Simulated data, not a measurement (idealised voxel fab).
process module | voxel ribs on slabs
cross-section cut | 285 nm wide | cells 5 nm
A cross-section is a grid of square cells, given in bands from the top down. A band is one or more rows of cells.
Each band's line starts with the height of the band's top and of its bottom, in nm. Then come its materials from left to right, each with its width in nm. One material with "throughout" fills the band from edge to edge. "air" is empty space.
Height 0 is the level under which the wafer as received is all one material. The lowest band goes on downwards, as in "0 down".
A width such as "30 to 40" changes by the same amount from each row of cells to the next, from the band's top row to its bottom row.
"no change" after a step means that no cell of the cross-section changed.
closed voids: empty space of 8 cells or more with no open way to the top, each as width x height at its distance from the left edge, in nm
after a step's settings: what the simulator itself notes on the step
overlay nm, on a step with a mask: how far to the right of its planned place the mask lay; to the left if negative
Each pair below shows a cross-section before one step and the cross-section after it, down to the lowest band that changed. The line under each pair gives the step between them, with its settings. The pairs can come from different runs of this module on the same starting wafer, so a pair continues from the pair above only where its "before" says so.
before
  0 down: Si throughout
  closed voids: none
after
  20 to 0: SiO2 throughout
  below 0: unchanged
  closed voids: none
the step between: op DIRECTIONAL_DEP | material SiO2 | thk nm 20
before: the cross-section after the pair above
after
  45 to 20: polySi throughout
  below 20: unchanged
  closed voids: none
the step between: op DIRECTIONAL_DEP | material polySi | thk nm 25
before: the cross-section after the pair above
after
  60 to 45: aC throughout
  below 45: unchanged
  closed voids: none
the step between: op DIRECTIONAL_DEP | material aC | thk nm 15
before: the cross-section after the pair above
after
  95 to 60: air 130 | resist 20 | air 135
  below 60: unchanged
  closed voids: none
the step between: op PATTERN | tone cover | mask id RIB | material resist | width nm 20 | thk nm 35 | overlay nm 0
before: the cross-section after the pair above
after
  80 to 60: air 130 | resist 20 | air 135
  60 to 45: air 130 | aC 20 | air 135
  below 45: unchanged
  closed voids: none
the step between: op DIRECTIONAL_ETCH | etch materials aC | depth nm 15
before: the cross-section after the pair above
after
  60 to 45: air 130 | aC 20 | air 135
  below 45: unchanged
  closed voids: none
the step between: op STRIP | etch materials resist
before: the cross-section after the pair above
after
  60 to 45: air 130 | aC 20 | air 135
  45 to 25: air 130 | polySi 20 | air 135
  below 25: unchanged
  closed voids: none
the step between: op DIRECTIONAL_ETCH | etch materials polySi | depth nm 20
before: the cross-section after the pair above
after
  45 to 25: air 130 | polySi 20 | air 135
  below 25: unchanged
  closed voids: none
the step between: op STRIP | etch materials aC
before: the cross-section after the pair above
after
  45 to 25: air 130 | polySi 20 | air 135
  25 to 20: air 110 | polySi 60 | air 115
  below 20: unchanged
  closed voids: none
the step between: op MASKED_ETCH | tone cover | mask id SLAB | width nm 60 | etch materials polySi | depth nm 5 | overlay nm 0
before: the cross-section after the pair above
after
  70 to 45: SiO2 throughout
  45 to 25: SiO2 130 | polySi 20 | SiO2 135
  25 to 20: SiO2 110 | polySi 60 | SiO2 115
  below 20: unchanged
  closed voids: none
the step between: op FILL_DEP | material SiO2 | thk nm 25
before: the cross-section after the pair above
after
  60 to 45: SiO2 throughout
  below 45: unchanged
  closed voids: none
the step between: op CMP | height nm 60
before: the cross-section after the pair above
after
  70 to 60: W throughout
  below 60: unchanged
  closed voids: none
the step between: op DIRECTIONAL_DEP | material W | thk nm 10
before: the cross-section after the pair above
after
  85 to 70: aC throughout
  below 70: unchanged
  closed voids: none
the step between: op DIRECTIONAL_DEP | material aC | thk nm 15
before: the cross-section after the pair above
after
  120 to 85: air 125 | resist 30 | air 130
  below 85: unchanged
  closed voids: none
the step between: op PATTERN | tone cover | mask id HEATER | material resist | width nm 30 | thk nm 35 | overlay nm 0
before: the cross-section after the pair above
after
  105 to 85: air 125 | resist 30 | air 130
  85 to 70: air 125 | aC 30 | air 130
  below 70: unchanged
  closed voids: none
the step between: op DIRECTIONAL_ETCH | etch materials aC | depth nm 15
before: the cross-section after the pair above
after
  85 to 70: air 125 | aC 30 | air 130
  below 70: unchanged
  closed voids: none
the step between: op STRIP | etch materials resist
before: the cross-section after the pair above
after
  85 to 70: air 125 | aC 30 | air 130
  70 to 60: air 125 | W 30 | air 130
  below 60: unchanged
  closed voids: none
the step between: op DIRECTIONAL_ETCH | etch materials W | depth nm 10
before: the cross-section after the pair above
after
  70 to 60: air 125 | W 30 | air 130
  below 60: unchanged
  closed voids: none
the step between: op STRIP | etch materials aC
before: the cross-section after the pair above
after
  80 to 70: air 115 | SiO2 50 | air 120
  70 to 60: SiO2 125 | W 30 | SiO2 130
  below 60: unchanged
  closed voids: none
the step between: op CONFORMAL_DEP | material SiO2 | thk nm 10
before
  45 to 20: polySi throughout
  20 to 0: SiO2 throughout
  0 down: Si throughout
  closed voids: none
after
  70 to 20: polySi throughout
  below 20: unchanged
  closed voids: none
the step between: op DIRECTIONAL_DEP | material polySi | thk nm 25
before: the cross-section after the pair above
after
  85 to 70: aC throughout
  below 70: unchanged
  closed voids: none
the step between: op DIRECTIONAL_DEP | material aC | thk nm 15
before: the cross-section after the pair above
after
  120 to 85: air 130 | resist 20 | air 135
  below 85: unchanged
  closed voids: none
the step between: op PATTERN | tone cover | mask id RIB | material resist | width nm 20 | thk nm 35 | overlay nm 0
before: the cross-section after the pair above
after
  105 to 85: air 130 | resist 20 | air 135
  85 to 70: air 130 | aC 20 | air 135
  below 70: unchanged
  closed voids: none
the step between: op DIRECTIONAL_ETCH | etch materials aC | depth nm 15
before: the cross-section after the pair above
after
  85 to 70: air 130 | aC 20 | air 135
  below 70: unchanged
  closed voids: none
the step between: op STRIP | etch materials resist
before: the cross-section after the pair above
after
  85 to 70: air 130 | aC 20 | air 135
  70 to 50: air 130 | polySi 20 | air 135
  below 50: unchanged
  closed voids: none
the step between: op DIRECTIONAL_ETCH | etch materials polySi | depth nm 20
before: the cross-section after the pair above
after
  70 to 50: air 130 | polySi 20 | air 135
  below 50: unchanged
  closed voids: none
the step between: op STRIP | etch materials aC
before: the cross-section after the pair above
after
  70 to 50: air 130 | polySi 20 | air 135
  50 to 45: air 110 | polySi 60 | air 115
  below 45: unchanged
  closed voids: none
the step between: op MASKED_ETCH | tone cover | mask id SLAB | width nm 60 | etch materials polySi | depth nm 5 | overlay nm 0
before: the cross-section after the pair above
after
  95 to 70: SiO2 throughout
  70 to 50: SiO2 130 | polySi 20 | SiO2 135
  50 to 45: SiO2 110 | polySi 60 | SiO2 115
  below 45: unchanged
  closed voids: none
the step between: op FILL_DEP | material SiO2 | thk nm 25
before: the cross-section after the pair above
after
  60 to 50: SiO2 130 | polySi 20 | SiO2 135
  below 50: unchanged
  closed voids: none
the step between: op CMP | height nm 60
before: the cross-section after the pair above
after
  70 to 60: W throughout
  below 60: unchanged
  closed voids: none
the step between: op DIRECTIONAL_DEP | material W | thk nm 10
before: the cross-section after the pair above
after
  85 to 70: aC throughout
  below 70: unchanged
  closed voids: none
the step between: op DIRECTIONAL_DEP | material aC | thk nm 15
before: the cross-section after the pair above
after
  120 to 85: air 125 | resist 30 | air 130
  below 85: unchanged
  closed voids: none
the step between: op PATTERN | tone cover | mask id HEATER | material resist | width nm 30 | thk nm 35 | overlay nm 0
before: the cross-section after the pair above
after
  105 to 85: air 125 | resist 30 | air 130
  85 to 70: air 125 | aC 30 | air 130
  below 70: unchanged
  closed voids: none
the step between: op DIRECTIONAL_ETCH | etch materials aC | depth nm 15
before: the cross-section after the pair above
after
  85 to 70: air 125 | aC 30 | air 130
  below 70: unchanged
  closed voids: none
the step between: op STRIP | etch materials resist
before: the cross-section after the pair above
after
  85 to 70: air 125 | aC 30 | air 130
  70 to 60: air 125 | W 30 | air 130
  below 60: unchanged
  closed voids: none
the step between: op DIRECTIONAL_ETCH | etch materials W | depth nm 10
before: the cross-section after the pair above
after
  70 to 60: air 125 | W 30 | air 130
  below 60: unchanged
  closed voids: none
the step between: op STRIP | etch materials aC
before: the cross-section after the pair above
after
  80 to 70: air 115 | SiO2 50 | air 120
  70 to 60: SiO2 125 | W 30 | SiO2 130
  below 60: unchanged
  closed voids: none
the step between: op CONFORMAL_DEP | material SiO2 | thk nm 10
before
  20 to 0: SiO2 throughout
  0 down: Si throughout
  closed voids: none
after
  35 to 20: aC throughout
  below 20: unchanged
  closed voids: none
the step between: op DIRECTIONAL_DEP | material aC | thk nm 15
before: the cross-section after the pair above
after
  60 to 35: polySi throughout
  below 35: unchanged
  closed voids: none
the step between: op DIRECTIONAL_DEP | material polySi | thk nm 25
before: the cross-section after the pair above
after
  95 to 60: air 130 | resist 20 | air 135
  below 60: unchanged
  closed voids: none
the step between: op PATTERN | tone cover | mask id RIB | material resist | width nm 20 | thk nm 35 | overlay nm 0
before: the cross-section after the pair above
after
  80 to 60: air 130 | resist 20 | air 135
  below 60: unchanged
  closed voids: none
the step between: op DIRECTIONAL_ETCH | etch materials aC | depth nm 15
before: the cross-section after the pair above
after
  60 to 35: polySi throughout
  below 35: unchanged
  closed voids: none
the step between: op STRIP | etch materials resist
before: the cross-section after the pair above
after
  40 to 35: polySi throughout
  below 35: unchanged
  closed voids: none
the step between: op DIRECTIONAL_ETCH | etch materials polySi | depth nm 20
before: the cross-section after the pair above
after
  40 to 35: air 110 | polySi 60 | air 115
  below 35: unchanged
  closed voids: none
the step between: op MASKED_ETCH | tone cover | mask id SLAB | width nm 60 | etch materials polySi | depth nm 5 | overlay nm 0
before: the cross-section after the pair above
after
  65 to 40: SiO2 throughout
  40 to 35: SiO2 110 | polySi 60 | SiO2 115
  below 35: unchanged
  closed voids: none
the step between: op FILL_DEP | material SiO2 | thk nm 25
before: the cross-section after the pair above
after
  60 to 40: SiO2 throughout
  below 40: unchanged
  closed voids: none
the step between: op CMP | height nm 60
before: the cross-section after the pair above
after
  70 to 60: W throughout
  below 60: unchanged
  closed voids: none
the step between: op DIRECTIONAL_DEP | material W | thk nm 10
before: the cross-section after the pair above
after
  85 to 70: aC throughout
  below 70: unchanged
  closed voids: none
the step between: op DIRECTIONAL_DEP | material aC | thk nm 15
before: the cross-section after the pair above
after
  120 to 85: air 125 | resist 30 | air 130
  below 85: unchanged
  closed voids: none
the step between: op PATTERN | tone cover | mask id HEATER | material resist | width nm 30 | thk nm 35 | overlay nm 0
before: the cross-section after the pair above
after
  105 to 85: air 125 | resist 30 | air 130
  85 to 70: air 125 | aC 30 | air 130
  below 70: unchanged
  closed voids: none
the step between: op DIRECTIONAL_ETCH | etch materials aC | depth nm 15
before: the cross-section after the pair above
after
  85 to 70: air 125 | aC 30 | air 130
  below 70: unchanged
  closed voids: none
the step between: op STRIP | etch materials resist
before: the cross-section after the pair above
after
  85 to 70: air 125 | aC 30 | air 130
  70 to 60: air 125 | W 30 | air 130
  below 60: unchanged
  closed voids: none
the step between: op DIRECTIONAL_ETCH | etch materials W | depth nm 10
before: the cross-section after the pair above
after
  70 to 60: air 125 | W 30 | air 130
  below 60: unchanged
  closed voids: none
the step between: op STRIP | etch materials aC
before: the cross-section after the pair above
after
  80 to 70: air 115 | SiO2 50 | air 120
  70 to 60: SiO2 125 | W 30 | SiO2 130
  below 60: unchanged
  closed voids: none
the step between: op CONFORMAL_DEP | material SiO2 | thk nm 10
before
  0 down: Si throughout
  closed voids: none
after
  25 to 0: SiO2 throughout
  below 0: unchanged
  closed voids: none
the step between: op DIRECTIONAL_DEP | material SiO2 | thk nm 25
before: the cross-section after the pair above
after
  50 to 25: polySi throughout
  below 25: unchanged
  closed voids: none
the step between: op DIRECTIONAL_DEP | material polySi | thk nm 25
before: the cross-section after the pair above
after
  65 to 50: aC throughout
  below 50: unchanged
  closed voids: none
the step between: op DIRECTIONAL_DEP | material aC | thk nm 15
before: the cross-section after the pair above
after
  100 to 65: air 130 | resist 20 | air 135
  below 65: unchanged
  closed voids: none
the step between: op PATTERN | tone cover | mask id RIB | material resist | width nm 20 | thk nm 35 | overlay nm 0
before: the cross-section after the pair above
after
  85 to 65: air 130 | resist 20 | air 135
  65 to 50: air 130 | aC 20 | air 135
  below 50: unchanged
  closed voids: none
the step between: op DIRECTIONAL_ETCH | etch materials aC | depth nm 15
before: the cross-section after the pair above
after
  65 to 50: air 130 | aC 20 | air 135
  below 50: unchanged
  closed voids: none
the step between: op STRIP | etch materials resist
before: the cross-section after the pair above
after
  65 to 50: air 130 | aC 20 | air 135
  50 to 30: air 130 | polySi 20 | air 135
  below 30: unchanged
  closed voids: none
the step between: op DIRECTIONAL_ETCH | etch materials polySi | depth nm 20
before: the cross-section after the pair above
after
  50 to 30: air 130 | polySi 20 | air 135
  below 30: unchanged
  closed voids: none
the step between: op STRIP | etch materials aC
before: the cross-section after the pair above
after
  50 to 30: air 130 | polySi 20 | air 135
  30 to 25: air 110 | polySi 60 | air 115
  below 25: unchanged
  closed voids: none
the step between: op MASKED_ETCH | tone cover | mask id SLAB | width nm 60 | etch materials polySi | depth nm 5 | overlay nm 0
before: the cross-section after the pair above
after
  75 to 50: SiO2 throughout
  50 to 30: SiO2 130 | polySi 20 | SiO2 135
  30 to 25: SiO2 110 | polySi 60 | SiO2 115
  below 25: unchanged
  closed voids: none
the step between: op FILL_DEP | material SiO2 | thk nm 25
before: the cross-section after the pair above
after
  60 to 50: SiO2 throughout
  below 50: unchanged
  closed voids: none
the step between: op CMP | height nm 60
before: the cross-section after the pair above
after
  70 to 60: W throughout
  below 60: unchanged
  closed voids: none
the step between: op DIRECTIONAL_DEP | material W | thk nm 10
before: the cross-section after the pair above
after
  85 to 70: aC throughout
  below 70: unchanged
  closed voids: none
the step between: op DIRECTIONAL_DEP | material aC | thk nm 15
before: the cross-section after the pair above
after
  120 to 85: air 125 | resist 30 | air 130
  below 85: unchanged
  closed voids: none
the step between: op PATTERN | tone cover | mask id HEATER | material resist | width nm 30 | thk nm 35 | overlay nm 0
before: the cross-section after the pair above
after
  105 to 85: air 125 | resist 30 | air 130
  85 to 70: air 125 | aC 30 | air 130
  below 70: unchanged
  closed voids: none
the step between: op DIRECTIONAL_ETCH | etch materials aC | depth nm 15
before: the cross-section after the pair above
after
  85 to 70: air 125 | aC 30 | air 130
  below 70: unchanged
  closed voids: none
the step between: op STRIP | etch materials resist
before: the cross-section after the pair above
after
  85 to 70: air 125 | aC 30 | air 130
  70 to 60: air 125 | W 30 | air 130
  below 60: unchanged
  closed voids: none
the step between: op DIRECTIONAL_ETCH | etch materials W | depth nm 10
before: the cross-section after the pair above
after
  70 to 60: air 125 | W 30 | air 130
  below 60: unchanged
  closed voids: none
the step between: op STRIP | etch materials aC
before: the cross-section after the pair above
after
  80 to 70: air 115 | SiO2 50 | air 120
  70 to 60: SiO2 125 | W 30 | SiO2 130
  below 60: unchanged
  closed voids: none
the step between: op CONFORMAL_DEP | material SiO2 | thk nm 10
before
  60 to 45: aC throughout
  45 to 20: polySi throughout
  20 to 0: SiO2 throughout
  0 down: Si throughout
  closed voids: none
after
  95 to 60: air 130 | resist 25 | air 130
  below 60: unchanged
  closed voids: none
the step between: op PATTERN | tone cover | mask id RIB | material resist | width nm 25 | thk nm 35 | overlay nm 0
before: the cross-section after the pair above
after
  80 to 60: air 130 | resist 25 | air 130
  60 to 45: air 130 | aC 25 | air 130
  below 45: unchanged
  closed voids: none
the step between: op DIRECTIONAL_ETCH | etch materials aC | depth nm 15
before: the cross-section after the pair above
after
  60 to 45: air 130 | aC 25 | air 130
  below 45: unchanged
  closed voids: none
the step between: op STRIP | etch materials resist
before: the cross-section after the pair above
after
  60 to 45: air 130 | aC 25 | air 130
  45 to 25: air 130 | polySi 25 | air 130
  below 25: unchanged
  closed voids: none
the step between: op DIRECTIONAL_ETCH | etch materials polySi | depth nm 20
before: the cross-section after the pair above
after
  45 to 25: air 130 | polySi 25 | air 130
  below 25: unchanged
  closed voids: none
the step between: op STRIP | etch materials aC
before: the cross-section after the pair above
after
  45 to 25: air 130 | polySi 25 | air 130
  25 to 20: air 110 | polySi 60 | air 115
  below 20: unchanged
  closed voids: none
the step between: op MASKED_ETCH | tone cover | mask id SLAB | width nm 60 | etch materials polySi | depth nm 5 | overlay nm 0
before: the cross-section after the pair above
after
  70 to 45: SiO2 throughout
  45 to 25: SiO2 130 | polySi 25 | SiO2 130
  25 to 20: SiO2 110 | polySi 60 | SiO2 115
  below 20: unchanged
  closed voids: none
the step between: op FILL_DEP | material SiO2 | thk nm 25
before: the cross-section after the pair above
after
  60 to 45: SiO2 throughout
  below 45: unchanged
  closed voids: none
the step between: op CMP | height nm 60
before: the cross-section after the pair above
after
  70 to 60: W throughout
  below 60: unchanged
  closed voids: none
the step between: op DIRECTIONAL_DEP | material W | thk nm 10
before: the cross-section after the pair above
after
  85 to 70: aC throughout
  below 70: unchanged
  closed voids: none
the step between: op DIRECTIONAL_DEP | material aC | thk nm 15
before: the cross-section after the pair above
after
  120 to 85: air 125 | resist 30 | air 130
  below 85: unchanged
  closed voids: none
the step between: op PATTERN | tone cover | mask id HEATER | material resist | width nm 30 | thk nm 35 | overlay nm 0
before: the cross-section after the pair above
after
  105 to 85: air 125 | resist 30 | air 130
  85 to 70: air 125 | aC 30 | air 130
  below 70: unchanged
  closed voids: none
the step between: op DIRECTIONAL_ETCH | etch materials aC | depth nm 15
before: the cross-section after the pair above
after
  85 to 70: air 125 | aC 30 | air 130
  below 70: unchanged
  closed voids: none
the step between: op STRIP | etch materials resist
before: the cross-section after the pair above
after
  85 to 70: air 125 | aC 30 | air 130
  70 to 60: air 125 | W 30 | air 130
  below 60: unchanged
  closed voids: none
the step between: op DIRECTIONAL_ETCH | etch materials W | depth nm 10
before: the cross-section after the pair above
after
  70 to 60: air 125 | W 30 | air 130
  below 60: unchanged
  closed voids: none
the step between: op STRIP | etch materials aC
before: the cross-section after the pair above
after
  80 to 70: air 115 | SiO2 50 | air 120
  70 to 60: SiO2 125 | W 30 | SiO2 130
  below 60: unchanged
  closed voids: none
the step between: op CONFORMAL_DEP | material SiO2 | thk nm 10
before
  85 to 70: aC throughout
  70 to 60: W throughout
  60 to 45: SiO2 throughout
  45 to 25: SiO2 130 | polySi 20 | SiO2 135
  25 to 20: SiO2 110 | polySi 60 | SiO2 115
  20 to 0: SiO2 throughout
  0 down: Si throughout
  closed voids: none
after
  120 to 85: air 115 | resist 30 | air 140
  below 85: unchanged
  closed voids: none
the step between: op PATTERN | tone cover | mask id HEATER | material resist | width nm 30 | thk nm 35 | overlay nm -10
before: the cross-section after the pair above
after
  105 to 85: air 115 | resist 30 | air 140
  85 to 70: air 115 | aC 30 | air 140
  below 70: unchanged
  closed voids: none
the step between: op DIRECTIONAL_ETCH | etch materials aC | depth nm 15
before: the cross-section after the pair above
after
  85 to 70: air 115 | aC 30 | air 140
  below 70: unchanged
  closed voids: none
the step between: op STRIP | etch materials resist
before: the cross-section after the pair above
after
  85 to 70: air 115 | aC 30 | air 140
  70 to 60: air 115 | W 30 | air 140
  below 60: unchanged
  closed voids: none
the step between: op DIRECTIONAL_ETCH | etch materials W | depth nm 10
before: the cross-section after the pair above
after
  70 to 60: air 115 | W 30 | air 140
  below 60: unchanged
  closed voids: none
the step between: op STRIP | etch materials aC
before: the cross-section after the pair above
after
  80 to 70: air 105 | SiO2 50 | air 130
  70 to 60: SiO2 115 | W 30 | SiO2 140
  below 60: unchanged
  closed voids: none
the step between: op CONFORMAL_DEP | material SiO2 | thk nm 10
before
  0 down: Si throughout
  closed voids: none
after
  20 to 0: W throughout
  below 0: unchanged
  closed voids: none
the step between: op DIRECTIONAL_DEP | material W | thk nm 20
before: the cross-section after the pair above
after
  45 to 20: polySi throughout
  below 20: unchanged
  closed voids: none
the step between: op DIRECTIONAL_DEP | material polySi | thk nm 25
before: the cross-section after the pair above
after
  60 to 45: aC throughout
  below 45: unchanged
  closed voids: none
the step between: op DIRECTIONAL_DEP | material aC | thk nm 15
before: the cross-section after the pair above
after
  95 to 60: air 130 | resist 20 | air 135
  below 60: unchanged
  closed voids: none
the step between: op PATTERN | tone cover | mask id RIB | material resist | width nm 20 | thk nm 35 | overlay nm 0
before: the cross-section after the pair above
after
  80 to 60: air 130 | resist 20 | air 135
  60 to 45: air 130 | aC 20 | air 135
  below 45: unchanged
  closed voids: none
the step between: op DIRECTIONAL_ETCH | etch materials aC | depth nm 15
before: the cross-section after the pair above
after
  60 to 45: air 130 | aC 20 | air 135
  below 45: unchanged
  closed voids: none
the step between: op STRIP | etch materials resist
before: the cross-section after the pair above
after
  60 to 45: air 130 | aC 20 | air 135
  45 to 25: air 130 | polySi 20 | air 135
  below 25: unchanged
  closed voids: none
the step between: op DIRECTIONAL_ETCH | etch materials polySi | depth nm 20
before: the cross-section after the pair above
after
  45 to 25: air 130 | polySi 20 | air 135
  below 25: unchanged
  closed voids: none
the step between: op STRIP | etch materials aC
before: the cross-section after the pair above
after
  45 to 25: air 130 | polySi 20 | air 135
  25 to 20: air 110 | polySi 60 | air 115
  below 20: unchanged
  closed voids: none
the step between: op MASKED_ETCH | tone cover | mask id SLAB | width nm 60 | etch materials polySi | depth nm 5 | overlay nm 0
before: the cross-section after the pair above
after
  70 to 45: SiO2 throughout
  45 to 25: SiO2 130 | polySi 20 | SiO2 135
  25 to 20: SiO2 110 | polySi 60 | SiO2 115
  below 20: unchanged
  closed voids: none
the step between: op FILL_DEP | material SiO2 | thk nm 25
before: the cross-section after the pair above
after
  60 to 45: SiO2 throughout
  below 45: unchanged
  closed voids: none
the step between: op CMP | height nm 60
before: the cross-section after the pair above
after
  70 to 60: W throughout
  below 60: unchanged
  closed voids: none
the step between: op DIRECTIONAL_DEP | material W | thk nm 10
before: the cross-section after the pair above
after
  85 to 70: aC throughout
  below 70: unchanged
  closed voids: none
the step between: op DIRECTIONAL_DEP | material aC | thk nm 15
before: the cross-section after the pair above
after
  120 to 85: air 125 | resist 30 | air 130
  below 85: unchanged
  closed voids: none
the step between: op PATTERN | tone cover | mask id HEATER | material resist | width nm 30 | thk nm 35 | overlay nm 0
before: the cross-section after the pair above
after
  105 to 85: air 125 | resist 30 | air 130
  85 to 70: air 125 | aC 30 | air 130
  below 70: unchanged
  closed voids: none
the step between: op DIRECTIONAL_ETCH | etch materials aC | depth nm 15
before: the cross-section after the pair above
after
  85 to 70: air 125 | aC 30 | air 130
  below 70: unchanged
  closed voids: none
the step between: op STRIP | etch materials resist
before: the cross-section after the pair above
after
  85 to 70: air 125 | aC 30 | air 130
  70 to 60: air 125 | W 30 | air 130
  below 60: unchanged
  closed voids: none
the step between: op DIRECTIONAL_ETCH | etch materials W | depth nm 10
before: the cross-section after the pair above
after
  70 to 60: air 125 | W 30 | air 130
  below 60: unchanged
  closed voids: none
the step between: op STRIP | etch materials aC
before: the cross-section after the pair above
after
  80 to 70: air 115 | SiO2 50 | air 120
  70 to 60: SiO2 125 | W 30 | SiO2 130
  below 60: unchanged
  closed voids: none
the step between: op CONFORMAL_DEP | material SiO2 | thk nm 10
before
  85 to 70: aC throughout
  70 to 60: W throughout
  60 to 45: SiO2 throughout
  45 to 25: SiO2 130 | polySi 20 | SiO2 135
  25 to 20: SiO2 110 | polySi 60 | SiO2 115
  20 to 0: SiO2 throughout
  0 down: Si throughout
  closed voids: none
after
  120 to 85: resist 125 | air 30 | resist 130
  below 85: unchanged
  closed voids: none
the step between: op PATTERN | tone open | mask id HEATER | material resist | width nm 30 | thk nm 35 | overlay nm 0
before: the cross-section after the pair above
after
  105 to 85: resist 125 | air 30 | resist 130
  85 to 70: aC 125 | air 30 | aC 130
  below 70: unchanged
  closed voids: none
the step between: op DIRECTIONAL_ETCH | etch materials aC | depth nm 15
before: the cross-section after the pair above
after
  85 to 70: aC 125 | air 30 | aC 130
  below 70: unchanged
  closed voids: none
the step between: op STRIP | etch materials resist
before: the cross-section after the pair above
after
  85 to 70: aC 125 | air 30 | aC 130
  70 to 60: W 125 | air 30 | W 130
  below 60: unchanged
  closed voids: none
the step between: op DIRECTIONAL_ETCH | etch materials W | depth nm 10
before: the cross-section after the pair above
after
  70 to 60: W 125 | air 30 | W 130
  below 60: unchanged
  closed voids: none
the step between: op STRIP | etch materials aC
before: the cross-section after the pair above
after
  80 to 70: SiO2 135 | air 10 | SiO2 140
  70 to 60: W 125 | SiO2 30 | W 130
  below 60: unchanged
  closed voids: none
the step between: op CONFORMAL_DEP | material SiO2 | thk nm 10
